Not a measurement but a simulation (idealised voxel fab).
voxel capacitor over wiring: a process module
Displayed cross-section: cut, width of 270 nm, square cells sized 5 nm.
Heads up, the way a cross-section reads in here is a grid of square cells, handed over as bands from the top down, with every band being one or more rows of cells.
Per band: top height and bottom height in nm, followed by the left-to-right materials and their widths in nm; "everywhere" marks a single material spanning edge to edge, "blank" marks empty space.
We count height from 0. Below that, the starting wafer is all one material. The lowest band never ends at the bottom but goes on down; see "z 0 and below" for how that is written.
So if you see something like "30..40" for the width, read it as the top row of the band sitting at the first number and the bottom row at the second, with every row in between moving by the same amount as the last.
For the purposes of this document, the phrase "remained unchanged" attached to a step denotes that no cell within the cross-section was modified by that step.
"Fully enclosed voids" contains a list of empty spaces, each no smaller than 8 cells and without an open way to the top, written in the form width x height at distance with the distance from the left edge and all three in nm.
The remark found on a step's line after its settings is issued by the simulator itself and pertains to that step.
The "overlay nm" setting may appear on a step's line; for a step that uses a mask, it gives how far to the right of its planned position the mask lay, and a negative value indicates the left.
Read the rest as pairs. Take the cross-section before one process step, then the cross-section after it, which shows only down to the lowest band that changed. Under the pair, find the step between them and its settings. Bear in mind that pairs may come from different runs of this module on the same starting wafer: link a pair to the pair above it only where its entry headed "Ahead of processing" says to.

AHEAD OF PROCESSING
* z 0 and below  Si everywhere
* Fully enclosed voids: none

STEP OUTCOME
* z 15 to 0  SiO2 everywhere
* Note: structure below 0 unchanged.
* Fully enclosed voids: none
The transition between the preceding cross-sections is accomplished by op CONFORMAL_DEP | material SiO2 | thk nm 15

Ahead of processing: as in the pair right above, post-step view.

STEP OUTCOME
* z 20 to 15  SiN everywhere
* Note: structure below 15 unchanged.
* Fully enclosed voids: none
The transition between the preceding cross-sections is accomplished by op CONFORMAL_DEP | material SiN | thk nm 5

Ahead of processing: as in the pair right above, post-step view.

STEP OUTCOME
* z 40 to 20  lowk everywhere
* Note: structure below 20 unchanged.
* Fully enclosed voids: none
The transition between the preceding cross-sections is accomplished by op DIRECTIONAL_DEP | material lowk | thk nm 20

Ahead of processing: as in the pair right above, post-step view.

STEP OUTCOME
* z 50 to 40  aC everywhere
* Note: structure below 40 unchanged.
* Fully enclosed voids: none
The transition between the preceding cross-sections is accomplished by op DIRECTIONAL_DEP | material aC | thk nm 10

Ahead of processing: as in the pair right above, post-step view.

STEP OUTCOME
* z 80 to 50  resist=85 | blank=20 | resist=55 | blank=20 | resist=90
* Note: structure below 50 unchanged.
* Fully enclosed voids: none
The transition between the preceding cross-sections is accomplished by op PATTERN | tone open | mask id METAL_1 | material resist | width nm 20 | pitch nm 75 | thk nm 30 | overlay nm 0

Ahead of processing: as in the pair right above, post-step view.

STEP OUTCOME
* z 70 to 50  resist=85 | blank=20 | resist=55 | blank=20 | resist=90
* z 50 to 40  aC=85 | blank=20 | aC=55 | blank=20 | aC=90
* Note: structure below 40 unchanged.
* Fully enclosed voids: none
The transition between the preceding cross-sections is accomplished by op DIRECTIONAL_ETCH | etch materials aC | depth nm 10

Ahead of processing: as in the pair right above, post-step view.

STEP OUTCOME
* z 50 to 40  aC=85 | blank=20 | aC=55 | blank=20 | aC=90
* Note: structure below 40 unchanged.
* Fully enclosed voids: none
The transition between the preceding cross-sections is accomplished by op STRIP | etch materials resist

Ahead of processing: as in the pair right above, post-step view.

STEP OUTCOME
* z 50 to 40  aC=85 | blank=20 | aC=55 | blank=20 | aC=90
* z 40 to 20  lowk=85 | blank=20 | lowk=55 | blank=20 | lowk=90
* Note: structure below 20 unchanged.
* Fully enclosed voids: none
The transition between the preceding cross-sections is accomplished by op DIRECTIONAL_ETCH | etch materials lowk | depth nm 20

Ahead of processing: as in the pair right above, post-step view.

STEP OUTCOME
* z 50 to 40  aC=85 | blank=20 | aC=55 | blank=20 | aC=90
* z 40 to 20  lowk=85 | blank=20 | lowk=55 | blank=20 | lowk=90
* z 20 to 15  SiN=85 | blank=20 | SiN=55 | blank=20 | SiN=90
* Note: structure below 15 unchanged.
* Fully enclosed voids: none
The transition between the preceding cross-sections is accomplished by op DIRECTIONAL_ETCH | etch materials SiN | depth nm 5

Ahead of processing: as in the pair right above, post-step view.

STEP OUTCOME
* z 40 to 20  lowk=85 | blank=20 | lowk=55 | blank=20 | lowk=90
* Note: structure below 20 unchanged.
* Fully enclosed voids: none
The transition between the preceding cross-sections is accomplished by op STRIP | etch materials aC

Ahead of processing: as in the pair right above, post-step view.

STEP OUTCOME
* z 45 to 40  TiN=90 | blank=10 | TiN=65 | blank=10 | TiN=95
* z 40 to 20  lowk=85 | TiN=5 | blank=10 | TiN=5 | lowk=55 | TiN=5 | blank=10 | TiN=5 | lowk=90
* z 20 to 15  SiN=85 | TiN=20 | SiN=55 | TiN=20 | SiN=90
* Note: structure below 15 unchanged.
* Fully enclosed voids: none
The transition between the preceding cross-sections is accomplished by op CONFORMAL_DEP | material TiN | thk nm 5

Ahead of processing: as in the pair right above, post-step view.

STEP OUTCOME
* z 55 to 45  W everywhere
* z 45 to 40  TiN=90 | W=10 | TiN=65 | W=10 | TiN=95
* z 40 to 20  lowk=85 | TiN=5 | W=10 | TiN=5 | lowk=55 | TiN=5 | W=10 | TiN=5 | lowk=90
* Note: structure below 20 unchanged.
* Fully enclosed voids: none
The transition between the preceding cross-sections is accomplished by op FILL_DEP | material W | thk nm 10

Ahead of processing: as in the pair right above, post-step view.

STEP OUTCOME
* z 40 to 20  lowk=85 | TiN=5 | W=10 | TiN=5 | lowk=55 | TiN=5 | W=10 | TiN=5 | lowk=90
* Note: structure below 20 unchanged.
* Fully enclosed voids: none
The transition between the preceding cross-sections is accomplished by op CMP | height nm 40

Ahead of processing: as in the pair right above, post-step view.

STEP OUTCOME
* z 45 to 40  blank=80 | Ru=30 | blank=45 | Ru=30 | blank=85
* Note: structure below 40 unchanged.
* Fully enclosed voids: none
The transition between the preceding cross-sections is accomplished by op EPI | material Ru | thk nm 5

Ahead of processing: as in the pair right above, post-step view.

STEP OUTCOME
* z 50 to 45  SiCN everywhere
* z 45 to 40  SiCN=80 | Ru=30 | SiCN=45 | Ru=30 | SiCN=85
* Note: structure below 40 unchanged.
* Fully enclosed voids: none
The transition between the preceding cross-sections is accomplished by op FILL_DEP | material SiCN | thk nm 5

Ahead of processing: as in the pair right above, post-step view.

STEP OUTCOME
* z 70 to 50  lowk everywhere
* Note: structure below 50 unchanged.
* Fully enclosed voids: none
The transition between the preceding cross-sections is accomplished by op DIRECTIONAL_DEP | material lowk | thk nm 20

Ahead of processing: as in the pair right above, post-step view.

STEP OUTCOME
* z 85 to 70  aC everywhere
* Note: structure below 70 unchanged.
* Fully enclosed voids: none
The transition between the preceding cross-sections is accomplished by op DIRECTIONAL_DEP | material aC | thk nm 15

Ahead of processing: as in the pair right above, post-step view.

STEP OUTCOME
* z 120 to 85  resist=90 | blank=15 | resist=165
* Note: structure below 85 unchanged.
* Fully enclosed voids: none
The transition between the preceding cross-sections is accomplished by op PATTERN | tone open | mask id PLUG_1 | material resist | width nm 15 | thk nm 35 | overlay nm 0

Ahead of processing: as in the pair right above, post-step view.

STEP OUTCOME
* z 105 to 85  resist=90 | blank=15 | resist=165
* z 85 to 70  aC=90 | blank=15 | aC=165
* Note: structure below 70 unchanged.
* Fully enclosed voids: none
The transition between the preceding cross-sections is accomplished by op DIRECTIONAL_ETCH | etch materials aC | depth nm 15

Ahead of processing: as in the pair right above, post-step view.

STEP OUTCOME
* z 85 to 70  aC=90 | blank=15 | aC=165
* Note: structure below 70 unchanged.
* Fully enclosed voids: none
The transition between the preceding cross-sections is accomplished by op STRIP | etch materials resist

Ahead of processing: as in the pair right above, post-step view.

STEP OUTCOME
* z 85 to 70  aC=90 | blank=15 | aC=165
* z 70 to 50  lowk=90 | blank=15 | lowk=165
* Note: structure below 50 unchanged.
* Fully enclosed voids: none
The transition between the preceding cross-sections is accomplished by op DIRECTIONAL_ETCH | etch materials lowk | depth nm 20

Ahead of processing: as in the pair right above, post-step view.

STEP OUTCOME
* z 85 to 70  aC=90 | blank=15 | aC=165
* z 70 to 50  lowk=90 | blank=15 | lowk=165
* z 50 to 45  SiCN=90 | blank=15 | SiCN=165
* Note: structure below 45 unchanged.
* Fully enclosed voids: none
The transition between the preceding cross-sections is accomplished by op DIRECTIONAL_ETCH | etch materials SiCN | depth nm 5

Ahead of processing: as in the pair right above, post-step view.

STEP OUTCOME
* z 70 to 50  lowk=90 | blank=15 | lowk=165
* Note: structure below 50 unchanged.
* Fully enclosed voids: none
The transition between the preceding cross-sections is accomplished by op STRIP | etch materials aC

Ahead of processing: as in the pair right above, post-step view.

STEP OUTCOME
* z 75 to 70  TiN=95 | blank=5 | TiN=170
* z 70 to 50  lowk=90 | TiN=5 | blank=5 | TiN=5 | lowk=165
* z 50 to 45  SiCN=90 | TiN=15 | SiCN=165
* Note: structure below 45 unchanged.
* Fully enclosed voids: none
The transition between the preceding cross-sections is accomplished by op CONFORMAL_DEP | material TiN | thk nm 5

Ahead of processing: as in the pair right above, post-step view.

STEP OUTCOME
* z 85 to 75  W everywhere
* z 75 to 70  TiN=95 | W=5 | TiN=170
* z 70 to 50  lowk=90 | TiN=5 | W=5 | TiN=5 | lowk=165
* Note: structure below 50 unchanged.
* Fully enclosed voids: none
The transition between the preceding cross-sections is accomplished by op FILL_DEP | material W | thk nm 10

Ahead of processing: as in the pair right above, post-step view.

STEP OUTCOME
* z 70 to 50  lowk=90 | TiN=5 | W=5 | TiN=5 | lowk=165
* Note: structure below 50 unchanged.
* Fully enclosed voids: none
The transition between the preceding cross-sections is accomplished by op CMP | height nm 70

Ahead of processing: as in the pair right above, post-step view.

STEP OUTCOME
* z 80 to 70  TiN everywhere
* Note: structure below 70 unchanged.
* Fully enclosed voids: none
The transition between the preceding cross-sections is accomplished by op DIRECTIONAL_DEP | material TiN | thk nm 10

Ahead of processing: as in the pair right above, post-step view.

STEP OUTCOME
* z 85 to 80  SiN everywhere
* Note: structure below 80 unchanged.
* Fully enclosed voids: none
The transition between the preceding cross-sections is accomplished by op DIRECTIONAL_DEP | material SiN | thk nm 5

Ahead of processing: as in the pair right above, post-step view.

STEP OUTCOME
* z 90 to 85  TiN everywhere
* Note: structure below 85 unchanged.
* Fully enclosed voids: none
The transition between the preceding cross-sections is accomplished by op DIRECTIONAL_DEP | material TiN | thk nm 5

Ahead of processing: as in the pair right above, post-step view.

STEP OUTCOME
* z 90 to 85  blank=90 | TiN=60 | blank=120
* Note: structure below 85 unchanged.
* Fully enclosed voids: none
The transition between the preceding cross-sections is accomplished by op MASKED_ETCH | tone cover | mask id UPPER_PLATE | width nm 60 | etch materials TiN | depth nm 5 | overlay nm 0

Ahead of processing: as in the pair right above, post-step view.

STEP OUTCOME
* z 90 to 85  blank=90 | TiN=60 | blank=120
* z 85 to 80  blank=90 | SiN=60 | blank=120
* Note: structure below 80 unchanged.
* Fully enclosed voids: none
The transition between the preceding cross-sections is accomplished by op MASKED_ETCH | tone cover | mask id UPPER_PLATE | width nm 60 | etch materials SiN | depth nm 5 | overlay nm 0

Ahead of processing: as in the pair right above, post-step view.

STEP OUTCOME
* z 105 to 90  blank=85 | resist=70 | blank=115
* z 90 to 85  blank=85 | resist=5 | TiN=60 | resist=5 | blank=115
* z 85 to 80  blank=85 | resist=5 | SiN=60 | resist=5 | blank=115
* Note: structure below 80 unchanged.
* Fully enclosed voids: none
The transition between the preceding cross-sections is accomplished by op PATTERN | tone cover | mask id LOWER_PLATE | material resist | width nm 70 | thk nm 15 | overlay nm 0

Ahead of processing: as in the pair right above, post-step view.

STEP OUTCOME
* z 105 to 90  blank=85 | resist=70 | blank=115
* z 90 to 85  blank=85 | resist=5 | TiN=60 | resist=5 | blank=115
* z 85 to 80  blank=85 | resist=5 | SiN=60 | resist=5 | blank=115
* z 80 to 70  blank=85 | TiN=70 | blank=115
* Note: structure below 70 unchanged.
* Fully enclosed voids: none
The transition between the preceding cross-sections is accomplished by op DIRECTIONAL_ETCH | etch materials TiN | depth nm 10

Ahead of processing: as in the pair right above, post-step view.

STEP OUTCOME
* z 90 to 85  blank=90 | TiN=60 | blank=120
* z 85 to 80  blank=90 | SiN=60 | blank=120
* Note: structure below 80 unchanged.
* Fully enclosed voids: none
The transition between the preceding cross-sections is accomplished by op STRIP | etch materials resist

Ahead of processing: as in the pair right above, post-step view.

STEP OUTCOME
* z 105 to 90  SiO2 everywhere
* z 90 to 85  SiO2=90 | TiN=60 | SiO2=120
* z 85 to 80  SiO2=90 | SiN=60 | SiO2=120
* z 80 to 70  SiO2=85 | TiN=70 | SiO2=115
* Note: structure below 70 unchanged.
* Fully enclosed voids: none
The transition between the preceding cross-sections is accomplished by op FILL_DEP | material SiO2 | thk nm 15

Ahead of processing: as in the pair right above, post-step view.

STEP OUTCOME
* z 100 to 90  SiO2 everywhere
* Note: structure below 90 unchanged.
* Fully enclosed voids: none
The transition between the preceding cross-sections is accomplished by op CMP | height nm 100

Ahead of processing: as in the pair right above, post-step view.

STEP OUTCOME
* z 110 to 100  aC everywhere
* Note: structure below 100 unchanged.
* Fully enclosed voids: none
The transition between the preceding cross-sections is accomplished by op DIRECTIONAL_DEP | material aC | thk nm 10

Ahead of processing: as in the pair right above, post-step view.

STEP OUTCOME
* z 140 to 110  resist=100 | blank=15 | resist=155
* Note: structure below 110 unchanged.
* Fully enclosed voids: none
The transition between the preceding cross-sections is accomplished by op PATTERN | tone open | mask id PLUG_2 | material resist | width nm 15 | thk nm 30 | overlay nm 0

Ahead of processing: as in the pair right above, post-step view.

STEP OUTCOME
* z 130 to 110  resist=100 | blank=15 | resist=155
* z 110 to 100  aC=100 | blank=15 | aC=155
* Note: structure below 100 unchanged.
* Fully enclosed voids: none
The transition between the preceding cross-sections is accomplished by op DIRECTIONAL_ETCH | etch materials aC | depth nm 10

Ahead of processing: as in the pair right above, post-step view.

STEP OUTCOME
* z 110 to 100  aC=100 | blank=15 | aC=155
* Note: structure below 100 unchanged.
* Fully enclosed voids: none
The transition between the preceding cross-sections is accomplished by op STRIP | etch materials resist

Ahead of processing: as in the pair right above, post-step view.

STEP OUTCOME
* z 110 to 100  aC=100 | blank=15 | aC=155
* z 100 to 90  SiO2=100 | blank=15 | SiO2=155
* Note: structure below 90 unchanged.
* Fully enclosed voids: none
The transition between the preceding cross-sections is accomplished by op DIRECTIONAL_ETCH | etch materials SiO2 | depth nm 10

Ahead of processing: as in the pair right above, post-step view.

STEP OUTCOME
* z 100 to 90  SiO2=100 | blank=15 | SiO2=155
* Note: structure below 90 unchanged.
* Fully enclosed voids: none
The transition between the preceding cross-sections is accomplished by op STRIP | etch materials aC

Ahead of processing: as in the pair right above, post-step view.

STEP OUTCOME
* z 105 to 100  TiN=105 | blank=5 | TiN=160
* z 100 to 95  SiO2=100 | TiN=5 | blank=5 | TiN=5 | SiO2=155
* z 95 to 85  SiO2=100..90 | TiN=15..60 | SiO2=155..120
* Note: structure below 85 unchanged.
* Fully enclosed voids: none
The transition between the preceding cross-sections is accomplished by op CONFORMAL_DEP | material TiN | thk nm 5

Ahead of processing: as in the pair right above, post-step view.

STEP OUTCOME
* z 115 to 105  Ru everywhere
* z 105 to 100  TiN=105 | Ru=5 | TiN=160
* z 100 to 95  SiO2=100 | TiN=5 | Ru=5 | TiN=5 | SiO2=155
* Note: structure below 95 unchanged.
* Fully enclosed voids: none
The transition between the preceding cross-sections is accomplished by op FILL_DEP | material Ru | thk nm 10

Ahead of processing: as in the pair right above, post-step view.

STEP OUTCOME
* z 100 to 95  SiO2=100 | TiN=5 | Ru=5 | TiN=5 | SiO2=155
* Note: structure below 95 unchanged.
* Fully enclosed voids: none
The transition between the preceding cross-sections is accomplished by op CMP | height nm 100

Ahead of processing: as in the pair right above, post-step view.

STEP OUTCOME
* z 105 to 100  SiN everywhere
* Note: structure below 100 unchanged.
* Fully enclosed voids: none
The transition between the preceding cross-sections is accomplished by op CONFORMAL_DEP | material SiN | thk nm 5

AHEAD OF PROCESSING
* z 115 to 105  Ru everywhere
* z 105 to 100  TiN=105 | Ru=5 | TiN=160
* z 100 to 95  SiO2=100 | TiN=5 | Ru=5 | TiN=5 | SiO2=155
* z 95 to 85  SiO2=100..90 | TiN=15..60 | SiO2=155..120
* z 85 to 80  SiO2=90 | SiN=60 | SiO2=120
* z 80 to 70  SiO2=85 | TiN=70 | SiO2=115
* z 70 to 50  lowk=90 | TiN=5 | W=5 | TiN=5 | lowk=165
* z 50 to 45  SiCN=90 | TiN=15 | SiCN=165
* z 45 to 40  SiCN=80 | Ru=30 | SiCN=45 | Ru=30 | SiCN=85
* z 40 to 20  lowk=85 | TiN=5 | W=10 | TiN=5 | lowk=55 | TiN=5 | W=10 | TiN=5 | lowk=90
* z 20 to 15  SiN=85 | TiN=20 | SiN=55 | TiN=20 | SiN=90
* z 15 to 0  SiO2 everywhere
* z 0 and below  Si everywhere
* Fully enclosed voids: none

STEP OUTCOME
* z 120 to 115  SiN everywhere
* Note: structure below 115 unchanged.
* Fully enclosed voids: none
The transition between the preceding cross-sections is accomplished by op CONFORMAL_DEP | material SiN | thk nm 5

AHEAD OF PROCESSING
* z 15 to 0  SiO2 everywhere
* z 0 and below  Si everywhere
* Fully enclosed voids: none

STEP OUTCOME
* z 30 to 0  SiO2 everywhere
* Note: structure below 0 unchanged.
* Fully enclosed voids: none
The transition between the preceding cross-sections is accomplished by op CONFORMAL_DEP | material SiO2 | thk nm 15

Ahead of processing: as in the pair right above, post-step view.

STEP OUTCOME
* z 35 to 30  SiN everywhere
* Note: structure below 30 unchanged.
* Fully enclosed voids: none
The transition between the preceding cross-sections is accomplished by op CONFORMAL_DEP | material SiN | thk nm 5

Ahead of processing: as in the pair right above, post-step view.

STEP OUTCOME
* z 55 to 35  lowk everywhere
* Note: structure below 35 unchanged.
* Fully enclosed voids: none
The transition between the preceding cross-sections is accomplished by op DIRECTIONAL_DEP | material lowk | thk nm 20

Ahead of processing: as in the pair right above, post-step view.

STEP OUTCOME
* z 65 to 55  aC everywhere
* Note: structure below 55 unchanged.
* Fully enclosed voids: none
The transition between the preceding cross-sections is accomplished by op DIRECTIONAL_DEP | material aC | thk nm 10

Ahead of processing: as in the pair right above, post-step view.

STEP OUTCOME
* z 95 to 65  resist=85 | blank=20 | resist=55 | blank=20 | resist=90
* Note: structure below 65 unchanged.
* Fully enclosed voids: none
The transition between the preceding cross-sections is accomplished by op PATTERN | tone open | mask id METAL_1 | material resist | width nm 20 | pitch nm 75 | thk nm 30 | overlay nm 0

Ahead of processing: as in the pair right above, post-step view.

STEP OUTCOME
* z 85 to 65  resist=85 | blank=20 | resist=55 | blank=20 | resist=90
* z 65 to 55  aC=85 | blank=20 | aC=55 | blank=20 | aC=90
* Note: structure below 55 unchanged.
* Fully enclosed voids: none
The transition between the preceding cross-sections is accomplished by op DIRECTIONAL_ETCH | etch materials aC | depth nm 10

Ahead of processing: as in the pair right above, post-step view.

STEP OUTCOME
* z 65 to 55  aC=85 | blank=20 | aC=55 | blank=20 | aC=90
* Note: structure below 55 unchanged.
* Fully enclosed voids: none
The transition between the preceding cross-sections is accomplished by op STRIP | etch materials resist

Ahead of processing: as in the pair right above, post-step view.

STEP OUTCOME
* z 65 to 55  aC=85 | blank=20 | aC=55 | blank=20 | aC=90
* z 55 to 35  lowk=85 | blank=20 | lowk=55 | blank=20 | lowk=90
* Note: structure below 35 unchanged.
* Fully enclosed voids: none
The transition between the preceding cross-sections is accomplished by op DIRECTIONAL_ETCH | etch materials lowk | depth nm 20

Ahead of processing: as in the pair right above, post-step view.

STEP OUTCOME
* z 65 to 55  aC=85 | blank=20 | aC=55 | blank=20 | aC=90
* z 55 to 35  lowk=85 | blank=20 | lowk=55 | blank=20 | lowk=90
* z 35 to 30  SiN=85 | blank=20 | SiN=55 | blank=20 | SiN=90
* Note: structure below 30 unchanged.
* Fully enclosed voids: none
The transition between the preceding cross-sections is accomplished by op DIRECTIONAL_ETCH | etch materials SiN | depth nm 5

Ahead of processing: as in the pair right above, post-step view.

STEP OUTCOME
* z 55 to 35  lowk=85 | blank=20 | lowk=55 | blank=20 | lowk=90
* Note: structure below 35 unchanged.
* Fully enclosed voids: none
The transition between the preceding cross-sections is accomplished by op STRIP | etch materials aC

Ahead of processing: as in the pair right above, post-step view.

STEP OUTCOME
* z 60 to 55  TiN=90 | blank=10 | TiN=65 | blank=10 | TiN=95
* z 55 to 35  lowk=85 | TiN=5 | blank=10 | TiN=5 | lowk=55 | TiN=5 | blank=10 | TiN=5 | lowk=90
* z 35 to 30  SiN=85 | TiN=20 | SiN=55 | TiN=20 | SiN=90
* Note: structure below 30 unchanged.
* Fully enclosed voids: none
The transition between the preceding cross-sections is accomplished by op CONFORMAL_DEP | material TiN | thk nm 5

Ahead of processing: as in the pair right above, post-step view.

STEP OUTCOME
* z 70 to 60  W everywhere
* z 60 to 55  TiN=90 | W=10 | TiN=65 | W=10 | TiN=95
* z 55 to 35  lowk=85 | TiN=5 | W=10 | TiN=5 | lowk=55 | TiN=5 | W=10 | TiN=5 | lowk=90
* Note: structure below 35 unchanged.
* Fully enclosed voids: none
The transition between the preceding cross-sections is accomplished by op FILL_DEP | material W | thk nm 10

Ahead of processing: as in the pair right above, post-step view.

STEP OUTCOME
* z 40 to 35  lowk=85 | TiN=5 | W=10 | TiN=5 | lowk=55 | TiN=5 | W=10 | TiN=5 | lowk=90
* Note: structure below 35 unchanged.
* Fully enclosed voids: none
The transition between the preceding cross-sections is accomplished by op CMP | height nm 40

Ahead of processing: as in the pair right above, post-step view.

STEP OUTCOME
* z 45 to 40  blank=80 | Ru=30 | blank=45 | Ru=30 | blank=85
* Note: structure below 40 unchanged.
* Fully enclosed voids: none
The transition between the preceding cross-sections is accomplished by op EPI | material Ru | thk nm 5

Ahead of processing: as in the pair right above, post-step view.

STEP OUTCOME
* z 50 to 45  SiCN everywhere
* z 45 to 40  SiCN=80 | Ru=30 | SiCN=45 | Ru=30 | SiCN=85
* Note: structure below 40 unchanged.
* Fully enclosed voids: none
The transition between the preceding cross-sections is accomplished by op FILL_DEP | material SiCN | thk nm 5

Ahead of processing: as in the pair right above, post-step view.

STEP OUTCOME
* z 70 to 50  lowk everywhere
* Note: structure below 50 unchanged.
* Fully enclosed voids: none
The transition between the preceding cross-sections is accomplished by op DIRECTIONAL_DEP | material lowk | thk nm 20

Ahead of processing: as in the pair right above, post-step view.

STEP OUTCOME
* z 85 to 70  aC everywhere
* Note: structure below 70 unchanged.
* Fully enclosed voids: none
The transition between the preceding cross-sections is accomplished by op DIRECTIONAL_DEP | material aC | thk nm 15

Ahead of processing: as in the pair right above, post-step view.

STEP OUTCOME
* z 120 to 85  resist=90 | blank=15 | resist=165
* Note: structure below 85 unchanged.
* Fully enclosed voids: none
The transition between the preceding cross-sections is accomplished by op PATTERN | tone open | mask id PLUG_1 | material resist | width nm 15 | thk nm 35 | overlay nm 0

Ahead of processing: as in the pair right above, post-step view.

STEP OUTCOME
* z 105 to 85  resist=90 | blank=15 | resist=165
* z 85 to 70  aC=90 | blank=15 | aC=165
* Note: structure below 70 unchanged.
* Fully enclosed voids: none
The transition between the preceding cross-sections is accomplished by op DIRECTIONAL_ETCH | etch materials aC | depth nm 15

Ahead of processing: as in the pair right above, post-step view.

STEP OUTCOME
* z 85 to 70  aC=90 | blank=15 | aC=165
* Note: structure below 70 unchanged.
* Fully enclosed voids: none
The transition between the preceding cross-sections is accomplished by op STRIP | etch materials resist

Ahead of processing: as in the pair right above, post-step view.

STEP OUTCOME
* z 85 to 70  aC=90 | blank=15 | aC=165
* z 70 to 50  lowk=90 | blank=15 | lowk=165
* Note: structure below 50 unchanged.
* Fully enclosed voids: none
The transition between the preceding cross-sections is accomplished by op DIRECTIONAL_ETCH | etch materials lowk | depth nm 20

Ahead of processing: as in the pair right above, post-step view.

STEP OUTCOME
* z 85 to 70  aC=90 | blank=15 | aC=165
* z 70 to 50  lowk=90 | blank=15 | lowk=165
* z 50 to 45  SiCN=90 | blank=15 | SiCN=165
* Note: structure below 45 unchanged.
* Fully enclosed voids: none
The transition between the preceding cross-sections is accomplished by op DIRECTIONAL_ETCH | etch materials SiCN | depth nm 5

Ahead of processing: as in the pair right above, post-step view.

STEP OUTCOME
* z 70 to 50  lowk=90 | blank=15 | lowk=165
* Note: structure below 50 unchanged.
* Fully enclosed voids: none
The transition between the preceding cross-sections is accomplished by op STRIP | etch materials aC

Ahead of processing: as in the pair right above, post-step view.

STEP OUTCOME
* z 75 to 70  TiN=95 | blank=5 | TiN=170
* z 70 to 50  lowk=90 | TiN=5 | blank=5 | TiN=5 | lowk=165
* z 50 to 45  SiCN=90 | TiN=15 | SiCN=165
* Note: structure below 45 unchanged.
* Fully enclosed voids: none
The transition between the preceding cross-sections is accomplished by op CONFORMAL_DEP | material TiN | thk nm 5

Ahead of processing: as in the pair right above, post-step view.

STEP OUTCOME
* z 85 to 75  W everywhere
* z 75 to 70  TiN=95 | W=5 | TiN=170
* z 70 to 50  lowk=90 | TiN=5 | W=5 | TiN=5 | lowk=165
* Note: structure below 50 unchanged.
* Fully enclosed voids: none
The transition between the preceding cross-sections is accomplished by op FILL_DEP | material W | thk nm 10

Ahead of processing: as in the pair right above, post-step view.

STEP OUTCOME
* z 70 to 50  lowk=90 | TiN=5 | W=5 | TiN=5 | lowk=165
* Note: structure below 50 unchanged.
* Fully enclosed voids: none
The transition between the preceding cross-sections is accomplished by op CMP | height nm 70

Ahead of processing: as in the pair right above, post-step view.

STEP OUTCOME
* z 80 to 70  TiN everywhere
* Note: structure below 70 unchanged.
* Fully enclosed voids: none
The transition between the preceding cross-sections is accomplished by op DIRECTIONAL_DEP | material TiN | thk nm 10

Ahead of processing: as in the pair right above, post-step view.

STEP OUTCOME
* z 85 to 80  SiN everywhere
* Note: structure below 80 unchanged.
* Fully enclosed voids: none
The transition between the preceding cross-sections is accomplished by op DIRECTIONAL_DEP | material SiN | thk nm 5

Ahead of processing: as in the pair right above, post-step view.

STEP OUTCOME
* z 90 to 85  TiN everywhere
* Note: structure below 85 unchanged.
* Fully enclosed voids: none
The transition between the preceding cross-sections is accomplished by op DIRECTIONAL_DEP | material TiN | thk nm 5

Ahead of processing: as in the pair right above, post-step view.

STEP OUTCOME
* z 90 to 85  blank=90 | TiN=60 | blank=120
* Note: structure below 85 unchanged.
* Fully enclosed voids: none
The transition between the preceding cross-sections is accomplished by op MASKED_ETCH | tone cover | mask id UPPER_PLATE | width nm 60 | etch materials TiN | depth nm 5 | overlay nm 0

Ahead of processing: as in the pair right above, post-step view.

STEP OUTCOME
* z 90 to 85  blank=90 | TiN=60 | blank=120
* z 85 to 80  blank=90 | SiN=60 | blank=120
* Note: structure below 80 unchanged.
* Fully enclosed voids: none
The transition between the preceding cross-sections is accomplished by op MASKED_ETCH | tone cover | mask id UPPER_PLATE | width nm 60 | etch materials SiN | depth nm 5 | overlay nm 0

Ahead of processing: as in the pair right above, post-step view.

STEP OUTCOME
* z 105 to 90  blank=85 | resist=70 | blank=115
* z 90 to 85  blank=85 | resist=5 | TiN=60 | resist=5 | blank=115
* z 85 to 80  blank=85 | resist=5 | SiN=60 | resist=5 | blank=115
* Note: structure below 80 unchanged.
* Fully enclosed voids: none
The transition between the preceding cross-sections is accomplished by op PATTERN | tone cover | mask id LOWER_PLATE | material resist | width nm 70 | thk nm 15 | overlay nm 0

Ahead of processing: as in the pair right above, post-step view.

STEP OUTCOME
* z 105 to 90  blank=85 | resist=70 | blank=115
* z 90 to 85  blank=85 | resist=5 | TiN=60 | resist=5 | blank=115
* z 85 to 80  blank=85 | resist=5 | SiN=60 | resist=5 | blank=115
* z 80 to 70  blank=85 | TiN=70 | blank=115
* Note: structure below 70 unchanged.
* Fully enclosed voids: none
The transition between the preceding cross-sections is accomplished by op DIRECTIONAL_ETCH | etch materials TiN | depth nm 10

Ahead of processing: as in the pair right above, post-step view.

STEP OUTCOME
* z 90 to 85  blank=90 | TiN=60 | blank=120
* z 85 to 80  blank=90 | SiN=60 | blank=120
* Note: structure below 80 unchanged.
* Fully enclosed voids: none
The transition between the preceding cross-sections is accomplished by op STRIP | etch materials resist

Ahead of processing: as in the pair right above, post-step view.

STEP OUTCOME
* z 105 to 90  SiO2 everywhere
* z 90 to 85  SiO2=90 | TiN=60 | SiO2=120
* z 85 to 80  SiO2=90 | SiN=60 | SiO2=120
* z 80 to 70  SiO2=85 | TiN=70 | SiO2=115
* Note: structure below 70 unchanged.
* Fully enclosed voids: none
The transition between the preceding cross-sections is accomplished by op FILL_DEP | material SiO2 | thk nm 15

Ahead of processing: as in the pair right above, post-step view.

STEP OUTCOME
* z 100 to 90  SiO2 everywhere
* Note: structure below 90 unchanged.
* Fully enclosed voids: none
The transition between the preceding cross-sections is accomplished by op CMP | height nm 100

Ahead of processing: as in the pair right above, post-step view.

STEP OUTCOME
* z 110 to 100  aC everywhere
* Note: structure below 100 unchanged.
* Fully enclosed voids: none
The transition between the preceding cross-sections is accomplished by op DIRECTIONAL_DEP | material aC | thk nm 10

Ahead of processing: as in the pair right above, post-step view.

STEP OUTCOME
* z 140 to 110  resist=100 | blank=15 | resist=155
* Note: structure below 110 unchanged.
* Fully enclosed voids: none
The transition between the preceding cross-sections is accomplished by op PATTERN | tone open | mask id PLUG_2 | material resist | width nm 15 | thk nm 30 | overlay nm 0

Ahead of processing: as in the pair right above, post-step view.

STEP OUTCOME
* z 130 to 110  resist=100 | blank=15 | resist=155
* z 110 to 100  aC=100 | blank=15 | aC=155
* Note: structure below 100 unchanged.
* Fully enclosed voids: none
The transition between the preceding cross-sections is accomplished by op DIRECTIONAL_ETCH | etch materials aC | depth nm 10

Ahead of processing: as in the pair right above, post-step view.

STEP OUTCOME
* z 110 to 100  aC=100 | blank=15 | aC=155
* Note: structure below 100 unchanged.
* Fully enclosed voids: none
The transition between the preceding cross-sections is accomplished by op STRIP | etch materials resist

Ahead of processing: as in the pair right above, post-step view.

STEP OUTCOME
* z 110 to 100  aC=100 | blank=15 | aC=155
* z 100 to 90  SiO2=100 | blank=15 | SiO2=155
* Note: structure below 90 unchanged.
* Fully enclosed voids: none
The transition between the preceding cross-sections is accomplished by op DIRECTIONAL_ETCH | etch materials SiO2 | depth nm 10
